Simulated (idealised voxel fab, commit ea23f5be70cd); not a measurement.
You're looking at the process module voxel released beams.
FYI the section here is cut, 245 nm wide, cells are 5 nm squares.
Cross-section format: a grid of square cells, given as bands from top to bottom; each band is one or more rows of cells. In this notation a band is specified by the heights of its top and bottom, in that order and in nm, after which its materials appear from left to right, each paired with its width in nm. The word "everywhere" attached to a single material means that material fills the band from edge to edge; the word "empty" stands for empty space. Beneath 0, the wafer as received is one material, and that level is where height counting begins. The lowest band goes on downward without a bottom; it is written like "from 0 down". Think of "30..40" as a width that walks from the first number to the second as you go down the band, top row to bottom row, taking equal-sized steps from row to row. What does "all unchanged" mean for a step? It means no cell of the cross-section changed in that step. So "Sealed internal cavities" is basically the list of trapped voids: any empty space of 8 cells or more that can't reach the top through an opening. They're written width x height at distance, the distance being from the left edge, and it's all nm. Anything after a step's settings on that line? It's the simulator's own note about the step. "overlay nm" on a masked step: distance the mask lay right of its planned place, negative for left.

# Here's what the planned process steps look like
step 1: RECEIVE, material Si
step 2: CONFORMAL_DEP, material Al2O3, thk nm 5
step 3: DIRECTIONAL_DEP, material SiO2, thk nm 15
step 4: MASKED_ETCH, tone open, mask id ANCHOR, width nm 25, etch materials SiO2, depth nm 15, overlay nm 0
step 5: CONFORMAL_DEP, material polySi, thk nm 10
step 6: MASKED_ETCH, tone cover, mask id BEAM, width nm 60, etch materials polySi, depth nm 10, overlay nm 0
step 7: STRIP, etch materials SiO2
The width nm used in step 6 is not the same on every wafer, whereas the starting condition is; the value printed in the plan is the first wafer's.

# After step 1, as received: first of several wafers, cross-section
    from 0 down  Si everywhere
    Sealed internal cavities: none

# Cross-sectional representation of the first of several wafers at the end of the module, i.e. after its terminal step, step 7
    from 30 to 20  90 of empty; 10 of polySi; 5 of empty; 45 of polySi; 95 of empty
    from 20 to 15  90 of empty; 10 of polySi; 5 of empty; 10 of polySi; 130 of empty
    from 15 to 5  90 of empty; 25 of polySi; 130 of empty
    from 5 to 0  Al2O3 everywhere
    from 0 down  Si everywhere
    Sealed internal cavities: none

# Last wafer x-sec, end of module
    from 30 to 20  80 of empty; 20 of polySi; 5 of empty; 60 of polySi; 80 of empty
    from 20 to 15  90 of empty; 10 of polySi; 5 of empty; 10 of polySi; 130 of empty
    from 15 to 5  90 of empty; 25 of polySi; 130 of empty
    from 5 to 0  Al2O3 everywhere
    from 0 down  Si everywhere
    Sealed internal cavities: none

# Here is how to read the rows: every wafer has a row, and it shows the wafer at the end of the module, giving for each material how many cells were gained (+) or lost (-) since the wafer was received, then listing its closed voids
width nm 60, +49 Al2O3, +36 polySi, Sealed internal cavities: none
width nm 65, +49 Al2O3, +38 polySi, Sealed internal cavities: none
width nm 70, +49 Al2O3, +40 polySi, Sealed internal cavities: none
width nm 75, +49 Al2O3, +42 polySi, Sealed internal cavities: none
width nm 80, +49 Al2O3, +44 polySi, Sealed internal cavities: none
width nm 85, +49 Al2O3, +46 polySi, Sealed internal cavities: none
